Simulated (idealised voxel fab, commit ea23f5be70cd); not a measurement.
The following is a process module called voxel transistor to metal.
Xsec cut, 150 nm wide, square cell size 5 nm.
Cross-section = grid of square cells, listed top down in bands; band = one or more rows. The entry gives the band's vertical extent as a top height and a bottom height in nm, then its horizontal make-up as materials from left to right, each with a width in nm. "blank" stands for empty space; a single material marked "throughout" fills the band edge to edge. Zero point of the height axis is 0; under it, received wafer = one material. Lowest band: continues down indefinitely, "0 nm and below". When a width is written as two numbers, as in "30 to 40", the first number is the width in the top row of cells of the band and the second is the width in its bottom row, and the width changes by the same amount from each row to the next. Reading "stayed the same" for a step: not a cell of the cross-section changed in it. "Sealed void listing" - sealed voids, min. 8 cells, no opening to top; format: width x height at distance (distance from left edge; nm throughout). Whatever follows a step's settings on its line is a remark the simulator itself makes about that step. The "overlay nm" setting may appear on a step's line; for a step that uses a mask, it gives how far to the right of its planned position the mask lay, and a negative value indicates the left. The remainder of this document consists of a sequence of paired cross-sections. Each pair presents the cross-section prior to one process step together with the cross-section following it, the latter being rendered only as deep as the lowest band that underwent change. The intervening step, together with its settings, is stated beneath each pair. Because the pairs may originate from different runs of this module on the same starting wafer, a given pair is to be read as continuing from the preceding pair only where its entry headed "Pre-processing view" so indicates.
-- Pre-processing view
* 10 nm to 0 nm = SiCN throughout
* 0 nm to -5 nm = SiO2 throughout
* -5 nm and below = Si throughout
* Sealed void listing: none
-- Post-Step Section View
* 25 nm to 10 nm = SiO2 throughout
* Rest of section, below 10: as before.
* Sealed void listing: none
Step, pre vs post cross-sections above: op FILL_DEP | material SiO2 | thk nm 15
Pre-processing view: after-step cross-section of the pair just above applies.
-- Post-Step Section View
* 10 nm to 0 nm = SiCN throughout
* Rest of section, below 0: as before.
* Sealed void listing: none
Step, pre vs post cross-sections above: op CMP | height nm 10
Pre-processing view: after-step cross-section of the pair just above applies.
-- Post-Step Section View
* 35 nm to 10 nm = polySi throughout
* Rest of section, below 10: as before.
* Sealed void listing: none
Step, pre vs post cross-sections above: op DIRECTIONAL_DEP | material polySi | thk nm 25
Pre-processing view: after-step cross-section of the pair just above applies.
-- Post-Step Section View
* 50 nm to 35 nm = SiCN throughout
* Rest of section, below 35: as before.
* Sealed void listing: none
Step, pre vs post cross-sections above: op DIRECTIONAL_DEP | material SiCN | thk nm 15
Pre-processing view: after-step cross-section of the pair just above applies.
-- Post-Step Section View
* 70 nm to 50 nm = blank 60 nm | resist 25 nm | blank 65 nm
* Rest of section, below 50: as before.
* Sealed void listing: none
Step, pre vs post cross-sections above: op PATTERN | tone cover | mask id GATE | material resist | width nm 25 | thk nm 20 | overlay nm 0
Pre-processing view: after-step cross-section of the pair just above applies.
-- Post-Step Section View
* 70 nm to 50 nm = blank 60 nm | resist 25 nm | blank 65 nm
* 50 nm to 35 nm = blank 60 nm | SiCN 25 nm | blank 65 nm
* Rest of section, below 35: as before.
* Sealed void listing: none
Step, pre vs post cross-sections above: op DIRECTIONAL_ETCH | etch materials SiCN | depth nm 25
Pre-processing view: after-step cross-section of the pair just above applies.
-- Post-Step Section View
* 70 nm to 50 nm = blank 60 nm | resist 25 nm | blank 65 nm
* 50 nm to 35 nm = blank 60 nm | SiCN 25 nm | blank 65 nm
* 35 nm to 10 nm = blank 60 nm | polySi 25 nm | blank 65 nm
* Rest of section, below 10: as before.
* Sealed void listing: none
Step, pre vs post cross-sections above: op DIRECTIONAL_ETCH | etch materials polySi | depth nm 35
Pre-processing view: after-step cross-section of the pair just above applies.
-- Post-Step Section View
* 50 nm to 35 nm = blank 60 nm | SiCN 25 nm | blank 65 nm
* Rest of section, below 35: as before.
* Sealed void listing: none
Step, pre vs post cross-sections above: op STRIP | etch materials resist
Pre-processing view: after-step cross-section of the pair just above applies.
-- Post-Step Section View
* 55 nm to 50 nm = blank 55 nm | SiO2 35 nm | blank 60 nm
* 50 nm to 35 nm = blank 55 nm | SiO2 5 nm | SiCN 25 nm | SiO2 5 nm | blank 60 nm
* 35 nm to 15 nm = blank 55 nm | SiO2 5 nm | polySi 25 nm | SiO2 5 nm | blank 60 nm
* 15 nm to 10 nm = SiO2 60 nm | polySi 25 nm | SiO2 65 nm
* Rest of section, below 10: as before.
* Sealed void listing: none
Step, pre vs post cross-sections above: op CONFORMAL_DEP | material SiO2 | thk nm 5
Pre-processing view: after-step cross-section of the pair just above applies.
-- Post-Step Section View
* 50 nm to 35 nm = blank 55 nm | SiO2 5 nm | SiCN 25 nm | SiO2 5 nm | blank 60 nm
* 35 nm to 10 nm = blank 55 nm | SiO2 5 nm | polySi 25 nm | SiO2 5 nm | blank 60 nm
* Rest of section, below 10: as before.
* Sealed void listing: none
Step, pre vs post cross-sections above: op DIRECTIONAL_ETCH | etch materials SiO2 | depth nm 5
Pre-processing view: after-step cross-section of the pair just above applies.
-- Post-Step Section View
* 55 nm to 50 nm = blank 50 nm | SiN 45 nm | blank 55 nm
* 50 nm to 35 nm = blank 50 nm | SiN 5 nm | SiO2 5 nm | SiCN 25 nm | SiO2 5 nm | SiN 5 nm | blank 55 nm
* 35 nm to 15 nm = blank 50 nm | SiN 5 nm | SiO2 5 nm | polySi 25 nm | SiO2 5 nm | SiN 5 nm | blank 55 nm
* 15 nm to 10 nm = SiN 55 nm | SiO2 5 nm | polySi 25 nm | SiO2 5 nm | SiN 60 nm
* Rest of section, below 10: as before.
* Sealed void listing: none
Step, pre vs post cross-sections above: op CONFORMAL_DEP | material SiN | thk nm 5
Pre-processing view: after-step cross-section of the pair just above applies.
-- Post-Step Section View
* 50 nm to 35 nm = blank 50 nm | SiN 5 nm | SiO2 5 nm | SiCN 25 nm | SiO2 5 nm | SiN 5 nm | blank 55 nm
* 35 nm to 10 nm = blank 50 nm | SiN 5 nm | SiO2 5 nm | polySi 25 nm | SiO2 5 nm | SiN 5 nm | blank 55 nm
* Rest of section, below 10: as before.
* Sealed void listing: none
Step, pre vs post cross-sections above: op DIRECTIONAL_ETCH | etch materials SiN | depth nm 5
Pre-processing view: after-step cross-section of the pair just above applies.
-- Post-Step Section View
* 50 nm to 45 nm = blank 50 nm | SiN 5 nm | blank 5 nm | SiCN 25 nm | blank 5 nm | SiN 5 nm | blank 55 nm
* Rest of section, below 45: as before.
* Sealed void listing: none
Step, pre vs post cross-sections above: op DIRECTIONAL_ETCH | etch materials SiO2 | depth nm 5
Pre-processing view: after-step cross-section of the pair just above applies.
-- Post-Step Section View
* 60 nm to 50 nm = SiO2 throughout
* 50 nm to 35 nm = SiO2 50 nm | SiN 5 nm | SiO2 5 nm | SiCN 25 nm | SiO2 5 nm | SiN 5 nm | SiO2 55 nm
* 35 nm to 10 nm = SiO2 50 nm | SiN 5 nm | SiO2 5 nm | polySi 25 nm | SiO2 5 nm | SiN 5 nm | SiO2 55 nm
* Rest of section, below 10: as before.
* Sealed void listing: none
Step, pre vs post cross-sections above: op FILL_DEP | material SiO2 | thk nm 10
Pre-processing view: after-step cross-section of the pair just above applies.
-- Post-Step Section View
* 35 nm to 10 nm = SiO2 50 nm | SiN 5 nm | SiO2 5 nm | polySi 25 nm | SiO2 5 nm | SiN 5 nm | SiO2 55 nm
* Rest of section, below 10: as before.
* Sealed void listing: none
Step, pre vs post cross-sections above: op CMP | height nm 35
Pre-processing view: after-step cross-section of the pair just above applies.
-- Post-Step Section View
* 45 nm to 35 nm = SiO2 throughout
* Rest of section, below 35: as before.
* Sealed void listing: none
Step, pre vs post cross-sections above: op DIRECTIONAL_DEP | material SiO2 | thk nm 10
Pre-processing view: after-step cross-section of the pair just above applies.
-- Post-Step Section View
* 45 nm to 35 nm = SiO2 30 nm | blank 25 nm | SiO2 35 nm | blank 25 nm | SiO2 35 nm
* 35 nm to 10 nm = SiO2 30 nm | blank 20 nm | SiN 5 nm | SiO2 5 nm | polySi 25 nm | SiO2 5 nm | SiN 5 nm | blank 20 nm | SiO2 35 nm
* Rest of section, below 10: as before.
* Sealed void listing: none
Step, pre vs post cross-sections above: op MASKED_ETCH | tone open | mask id CONTACT | width nm 25 | pitch nm 60 | etch materials SiO2 | depth nm 55 | overlay nm 0
Pre-processing view: after-step cross-section of the pair just above applies.
-- Post-Step Section View
* 50 nm to 45 nm = TiN 35 nm | blank 15 nm | TiN 45 nm | blank 15 nm | TiN 40 nm
* 45 nm to 35 nm = SiO2 30 nm | TiN 5 nm | blank 15 to 10 nm | TiN 5 to 10 nm | SiO2 35 nm | TiN 5 to 10 nm | blank 15 to 10 nm | TiN 5 nm | SiO2 35 nm
* 35 nm to 15 nm = SiO2 30 nm | TiN 5 nm | blank 10 nm | TiN 5 nm | SiN 5 nm | SiO2 5 nm | polySi 25 nm | SiO2 5 nm | SiN 5 nm | TiN 5 nm | blank 10 nm | TiN 5 nm | SiO2 35 nm
* 15 nm to 10 nm = SiO2 30 nm | TiN 20 nm | SiN 5 nm | SiO2 5 nm | polySi 25 nm | SiO2 5 nm | SiN 5 nm | TiN 20 nm | SiO2 35 nm
* Rest of section, below 10: as before.
* Sealed void listing: none
Step, pre vs post cross-sections above: op CONFORMAL_DEP | material TiN | thk nm 5
Pre-processing view: after-step cross-section of the pair just above applies.
-- Post-Step Section View
* 55 nm to 50 nm = Ru throughout
* 50 nm to 45 nm = TiN 35 nm | Ru 15 nm | TiN 45 nm | Ru 15 nm | TiN 40 nm
* 45 nm to 35 nm = SiO2 30 nm | TiN 5 nm | Ru 15 to 10 nm | TiN 5 to 10 nm | SiO2 35 nm | TiN 5 to 10 nm | Ru 15 to 10 nm | TiN 5 nm | SiO2 35 nm
* 35 nm to 15 nm = SiO2 30 nm | TiN 5 nm | Ru 10 nm | TiN 5 nm | SiN 5 nm | SiO2 5 nm | polySi 25 nm | SiO2 5 nm | SiN 5 nm | TiN 5 nm | Ru 10 nm | TiN 5 nm | SiO2 35 nm
* Rest of section, below 15: as before.
* Sealed void listing: none
Step, pre vs post cross-sections above: op FILL_DEP | material Ru | thk nm 5
Pre-processing view: after-step cross-section of the pair just above applies.
-- Post-Step Section View
* 45 nm to 35 nm = SiO2 30 nm | TiN 5 nm | Ru 15 to 10 nm | TiN 5 to 10 nm | SiO2 35 nm | TiN 5 to 10 nm | Ru 15 to 10 nm | TiN 5 nm | SiO2 35 nm
* Rest of section, below 35: as before.
* Sealed void listing: none
Step, pre vs post cross-sections above: op CMP | height nm 45
Pre-processing view: after-step cross-section of the pair just above applies.
-- Post-Step Section View
* 50 nm to 45 nm = TiN throughout
* Rest of section, below 45: as before.
* Sealed void listing: none
Step, pre vs post cross-sections above: op DIRECTIONAL_DEP | material TiN | thk nm 5
Pre-processing view: after-step cross-section of the pair just above applies.
-- Post-Step Section View
* 70 nm to 50 nm = Ru throughout
* Rest of section, below 50: as before.
* Sealed void listing: none
Step, pre vs post cross-sections above: op DIRECTIONAL_DEP | material Ru | thk nm 20
Pre-processing view: after-step cross-section of the pair just above applies.
-- Post-Step Section View
* 90 nm to 70 nm = blank 30 nm | resist 15 nm | blank 55 nm | resist 15 nm | blank 35 nm
* Rest of section, below 70: as before.
* Sealed void listing: none
Step, pre vs post cross-sections above: op PATTERN | tone cover | mask id METAL_1 | material resist | width nm 15 | pitch nm 70 | thk nm 20 | overlay nm 0
Pre-processing view: after-step cross-section of the pair just above applies.
-- Post-Step Section View
* 90 nm to 70 nm = blank 30 nm | resist 15 nm | blank 55 nm | resist 15 nm | blank 35 nm
* 70 nm to 50 nm = blank 30 nm | Ru 15 nm | blank 55 nm | Ru 15 nm | blank 35 nm
* Rest of section, below 50: as before.
* Sealed void listing: none
Step, pre vs post cross-sections above: op DIRECTIONAL_ETCH | etch materials Ru | depth nm 20
Pre-processing view: after-step cross-section of the pair just above applies.
-- Post-Step Section View
* 90 nm to 70 nm = blank 30 nm | resist 15 nm | blank 55 nm | resist 15 nm | blank 35 nm
* 70 nm to 50 nm = blank 30 nm | Ru 15 nm | blank 55 nm | Ru 15 nm | blank 35 nm
* 50 nm to 45 nm = blank 30 nm | TiN 15 nm | blank 55 nm | TiN 15 nm | blank 35 nm
* Rest of section, below 45: as before.
* Sealed void listing: none
Step, pre vs post cross-sections above: op DIRECTIONAL_ETCH | etch materials TiN | depth nm 5
Pre-processing view: after-step cross-section of the pair just above applies.
-- Post-Step Section View
* 70 nm to 50 nm = blank 30 nm | Ru 15 nm | blank 55 nm | Ru 15 nm | blank 35 nm
* Rest of section, below 50: as before.
* Sealed void listing: none
Step, pre vs post cross-sections above: op STRIP | etch materials resist
Pre-processing view: after-step cross-section of the pair just above applies.
-- Post-Step Section View
* 75 nm to 70 nm = blank 25 nm | SiN 25 nm | blank 45 nm | SiN 25 nm | blank 30 nm
* 70 nm to 50 nm = blank 25 nm | SiN 5 nm | Ru 15 nm | SiN 5 nm | blank 45 nm | SiN 5 nm | Ru 15 nm | SiN 5 nm | blank 30 nm
* 50 nm to 45 nm = SiN 30 nm | TiN 15 nm | SiN 55 nm | TiN 15 nm | SiN 35 nm
* Rest of section, below 45: as before.
* Sealed void listing: none
Step, pre vs post cross-sections above: op CONFORMAL_DEP | material SiN | thk nm 5
Pre-processing view: after-step cross-section of the pair just above applies.
-- Post-Step Section View
* 80 nm to 75 nm = SiO2 throughout
* 75 nm to 70 nm = SiO2 25 nm | SiN 25 nm | SiO2 45 nm | SiN 25 nm | SiO2 30 nm
* 70 nm to 50 nm = SiO2 25 nm | SiN 5 nm | Ru 15 nm | SiN 5 nm | SiO2 45 nm | SiN 5 nm | Ru 15 nm | SiN 5 nm | SiO2 30 nm
* Rest of section, below 50: as before.
* Sealed void listing: none
Step, pre vs post cross-sections above: op FILL_DEP | material SiO2 | thk nm 5
Pre-processing view: after-step cross-section of the pair just above applies.
-- Post-Step Section View
* 70 nm to 50 nm = SiO2 25 nm | SiN 5 nm | Ru 15 nm | SiN 5 nm | SiO2 45 nm | SiN 5 nm | Ru 15 nm | SiN 5 nm | SiO2 30 nm
* Rest of section, below 50: as before.
* Sealed void listing: none
Step, pre vs post cross-sections above: op CMP | height nm 70
Pre-processing view: after-step cross-section of the pair just above applies.
-- Post-Step Section View
* 75 nm to 70 nm = SiN throughout
* Rest of section, below 70: as before.
* Sealed void listing: none
Step, pre vs post cross-sections above: op CONFORMAL_DEP | material SiN | thk nm 5
-- Pre-processing view
* 45 nm to 35 nm = SiO2 throughout
* 35 nm to 20 nm = SiO2 50 nm | SiN 5 nm | SiO2 5 nm | SiCN 25 nm | SiO2 5 nm | SiN 5 nm | SiO2 55 nm
* 20 nm to 0 nm = SiO2 50 nm | SiN 5 nm | SiO2 5 nm | polySi 25 nm | SiO2 5 nm | SiN 5 nm | SiO2 55 nm
* 0 nm to -5 nm = SiO2 40 nm | SiGe 10 nm | SiN 5 nm | SiO2 5 nm | polySi 25 nm | SiO2 5 nm | SiN 5 nm | SiGe 10 nm | SiO2 45 nm
* -5 nm to -10 nm = SiO2 40 nm | SiGe 10 nm | SiO2 45 nm | SiGe 10 nm | SiO2 45 nm
* -10 nm to -20 nm = SiO2 25 nm | SiGe 25 nm | Si 45 nm | SiGe 25 nm | SiO2 30 nm
* -20 nm to -30 nm = SiO2 25 nm | Si 95 nm | SiO2 30 nm
* -30 nm and below = Si throughout
* Sealed void listing: none
-- Post-Step Section View
* 45 nm to 35 nm = blank 30 nm | SiO2 25 nm | blank 35 nm | SiO2 25 nm | blank 35 nm
* 35 nm to 20 nm = blank 30 nm | SiO2 20 nm | SiN 5 nm | blank 5 nm | SiCN 25 nm | blank 5 nm | SiN 5 nm | SiO2 20 nm | blank 35 nm
* 20 nm to 0 nm = blank 30 nm | SiO2 20 nm | SiN 5 nm | blank 5 nm | polySi 25 nm | blank 5 nm | SiN 5 nm | SiO2 20 nm | blank 35 nm
* 0 nm to -5 nm = blank 30 nm | SiO2 10 nm | SiGe 10 nm | SiN 5 nm | blank 5 nm | polySi 25 nm | blank 5 nm | SiN 5 nm | SiGe 10 nm | SiO2 10 nm | blank 35 nm
* -5 nm to -10 nm = blank 30 nm | SiO2 10 nm | SiGe 10 nm | SiO2 5 nm | blank 5 nm | SiO2 25 nm | blank 5 nm | SiO2 5 nm | SiGe 10 nm | SiO2 10 nm | blank 35 nm
* Rest of section, below -10: as before.
* Sealed void listing: none
Step, pre vs post cross-sections above: op MASKED_ETCH | tone cover | mask id CONTACT | width nm 25 | pitch nm 60 | etch materials SiO2 | depth nm 55 | overlay nm 0
Pre-processing view: after-step cross-section of the pair just above applies.
-- Post-Step Section View
* 50 nm to 45 nm = blank 25 nm | TiN 35 nm | blank 25 nm | TiN 35 nm | blank 30 nm
* 45 nm to 40 nm = blank 25 nm | TiN 5 nm | SiO2 25 nm | TiN 5 nm | blank 25 nm | TiN 5 nm | SiO2 25 nm | TiN 5 nm | blank 30 nm
* 40 nm to 35 nm = blank 25 nm | TiN 5 nm | SiO2 25 nm | TiN 35 nm | SiO2 25 nm | TiN 5 nm | blank 30 nm
* 35 nm to 20 nm = blank 25 nm | TiN 5 nm | SiO2 20 nm | SiN 5 nm | TiN 5 nm | SiCN 25 nm | TiN 5 nm | SiN 5 nm | SiO2 20 nm | TiN 5 nm | blank 30 nm
* 20 nm to 0 nm = blank 25 nm | TiN 5 nm | SiO2 20 nm | SiN 5 nm | TiN 5 nm | polySi 25 nm | TiN 5 nm | SiN 5 nm | SiO2 20 nm | TiN 5 nm | blank 30 nm
* 0 nm to -5 nm = blank 25 nm | TiN 5 nm | SiO2 10 nm | SiGe 10 nm | SiN 5 nm | TiN 5 nm | polySi 25 nm | TiN 5 nm | SiN 5 nm | SiGe 10 nm | SiO2 10 nm | TiN 5 nm | blank 30 nm
* -5 nm to -10 nm = TiN 30 nm | SiO2 10 nm | SiGe 10 nm | SiO2 5 nm | TiN 5 nm | SiO2 25 nm | TiN 5 nm | SiO2 5 nm | SiGe 10 nm | SiO2 10 nm | TiN 35 nm
* Rest of section, below -10: as before.
* Sealed void listing: none
Step, pre vs post cross-sections above: op CONFORMAL_DEP | material TiN | thk nm 5
Pre-processing view: after-step cross-section of the pair just above applies.
-- Post-Step Section View
* 55 nm to 50 nm = Ru throughout
* 50 nm to 45 nm = Ru 25 nm | TiN 35 nm | Ru 25 nm | TiN 35 nm | Ru 30 nm
* 45 nm to 40 nm = Ru 25 nm | TiN 5 nm | SiO2 25 nm | TiN 5 nm | Ru 25 nm | TiN 5 nm | SiO2 25 nm | TiN 5 nm | Ru 30 nm
* 40 nm to 35 nm = Ru 25 nm | TiN 5 nm | SiO2 25 nm | TiN 35 nm | SiO2 25 nm | TiN 5 nm | Ru 30 nm
* 35 nm to 20 nm = Ru 25 nm | TiN 5 nm | SiO2 20 nm | SiN 5 nm | TiN 5 nm | SiCN 25 nm | TiN 5 nm | SiN 5 nm | SiO2 20 nm | TiN 5 nm | Ru 30 nm
* 20 nm to 0 nm = Ru 25 nm | TiN 5 nm | SiO2 20 nm | SiN 5 nm | TiN 5 nm | polySi 25 nm | TiN 5 nm | SiN 5 nm | SiO2 20 nm | TiN 5 nm | Ru 30 nm
* 0 nm to -5 nm = Ru 25 nm | TiN 5 nm | SiO2 10 nm | SiGe 10 nm | SiN 5 nm | TiN 5 nm | polySi 25 nm | TiN 5 nm | SiN 5 nm | SiGe 10 nm | SiO2 10 nm | TiN 5 nm | Ru 30 nm
* Rest of section, below -5: as before.
* Sealed void listing: none
Step, pre vs post cross-sections above: op FILL_DEP | material Ru | thk nm 5
Pre-processing view: after-step cross-section of the pair just above applies.
-- Post-Step Section View
* 45 nm to 40 nm = Ru 25 nm | TiN 5 nm | SiO2 25 nm | TiN 5 nm | Ru 25 nm | TiN 5 nm | SiO2 25 nm | TiN 5 nm | Ru 30 nm
* Rest of section, below 40: as before.
* Sealed void listing: none
Step, pre vs post cross-sections above: op CMP | height nm 45
Pre-processing view: after-step cross-section of the pair just above applies.
-- Post-Step Section View
* 50 nm to 45 nm = TiN throughout
* Rest of section, below 45: as before.
* Sealed void listing: none
Step, pre vs post cross-sections above: op DIRECTIONAL_DEP | material TiN | thk nm 5
Pre-processing view: after-step cross-section of the pair just above applies.
-- Post-Step Section View
* 70 nm to 50 nm = Ru throughout
* Rest of section, below 50: as before.
* Sealed void listing: none
Step, pre vs post cross-sections above: op DIRECTIONAL_DEP | material Ru | thk nm 20
Pre-processing view: after-step cross-section of the pair just above applies.
-- Post-Step Section View
* 90 nm to 70 nm = blank 30 nm | resist 15 nm | blank 55 nm | resist 15 nm | blank 35 nm
* Rest of section, below 70: as before.
* Sealed void listing: none
Step, pre vs post cross-sections above: op PATTERN | tone cover | mask id METAL_1 | material resist | width nm 15 | pitch nm 70 | thk nm 20 | overlay nm 0
Pre-processing view: after-step cross-section of the pair just above applies.
-- Post-Step Section View
* 90 nm to 70 nm = blank 30 nm | resist 15 nm | blank 55 nm | resist 15 nm | blank 35 nm
* 70 nm to 50 nm = blank 30 nm | Ru 15 nm | blank 55 nm | Ru 15 nm | blank 35 nm
* Rest of section, below 50: as before.
* Sealed void listing: none
Step, pre vs post cross-sections above: op DIRECTIONAL_ETCH | etch materials Ru | depth nm 20
Pre-processing view: after-step cross-section of the pair just above applies.
-- Post-Step Section View
* 90 nm to 70 nm = blank 30 nm | resist 15 nm | blank 55 nm | resist 15 nm | blank 35 nm
* 70 nm to 50 nm = blank 30 nm | Ru 15 nm | blank 55 nm | Ru 15 nm | blank 35 nm
* 50 nm to 45 nm = blank 30 nm | TiN 15 nm | blank 55 nm | TiN 15 nm | blank 35 nm
* Rest of section, below 45: as before.
* Sealed void listing: none
Step, pre vs post cross-sections above: op DIRECTIONAL_ETCH | etch materials TiN | depth nm 5
Pre-processing view: after-step cross-section of the pair just above applies.
-- Post-Step Section View
* 70 nm to 50 nm = blank 30 nm | Ru 15 nm | blank 55 nm | Ru 15 nm | blank 35 nm
* Rest of section, below 50: as before.
* Sealed void listing: none
Step, pre vs post cross-sections above: op STRIP | etch materials resist
Pre-processing view: after-step cross-section of the pair just above applies.
-- Post-Step Section View
* 75 nm to 70 nm = blank 25 nm | SiN 25 nm | blank 45 nm | SiN 25 nm | blank 30 nm
* 70 nm to 50 nm = blank 25 nm | SiN 5 nm | Ru 15 nm | SiN 5 nm | blank 45 nm | SiN 5 nm | Ru 15 nm | SiN 5 nm | blank 30 nm
* 50 nm to 45 nm = SiN 30 nm | TiN 15 nm | SiN 55 nm | TiN 15 nm | SiN 35 nm
* Rest of section, below 45: as before.
* Sealed void listing: none
Step, pre vs post cross-sections above: op CONFORMAL_DEP | material SiN | thk nm 5
Pre-processing view: after-step cross-section of the pair just above applies.
-- Post-Step Section View
* 80 nm to 75 nm = SiO2 throughout
* 75 nm to 70 nm = SiO2 25 nm | SiN 25 nm | SiO2 45 nm | SiN 25 nm | SiO2 30 nm
* 70 nm to 50 nm = SiO2 25 nm | SiN 5 nm | Ru 15 nm | SiN 5 nm | SiO2 45 nm | SiN 5 nm | Ru 15 nm | SiN 5 nm | SiO2 30 nm
* Rest of section, below 50: as before.
* Sealed void listing: none
Step, pre vs post cross-sections above: op FILL_DEP | material SiO2 | thk nm 5
Pre-processing view: after-step cross-section of the pair just above applies.
-- Post-Step Section View
* 70 nm to 50 nm = SiO2 25 nm | SiN 5 nm | Ru 15 nm | SiN 5 nm | SiO2 45 nm | SiN 5 nm | Ru 15 nm | SiN 5 nm | SiO2 30 nm
* Rest of section, below 50: as before.
* Sealed void listing: none
Step, pre vs post cross-sections above: op CMP | height nm 70
Pre-processing view: after-step cross-section of the pair just above applies.
-- Post-Step Section View
* 75 nm to 70 nm = SiN throughout
* Rest of section, below 70: as before.
* Sealed void listing: none
Step, pre vs post cross-sections above: op CONFORMAL_DEP | material SiN | thk nm 5
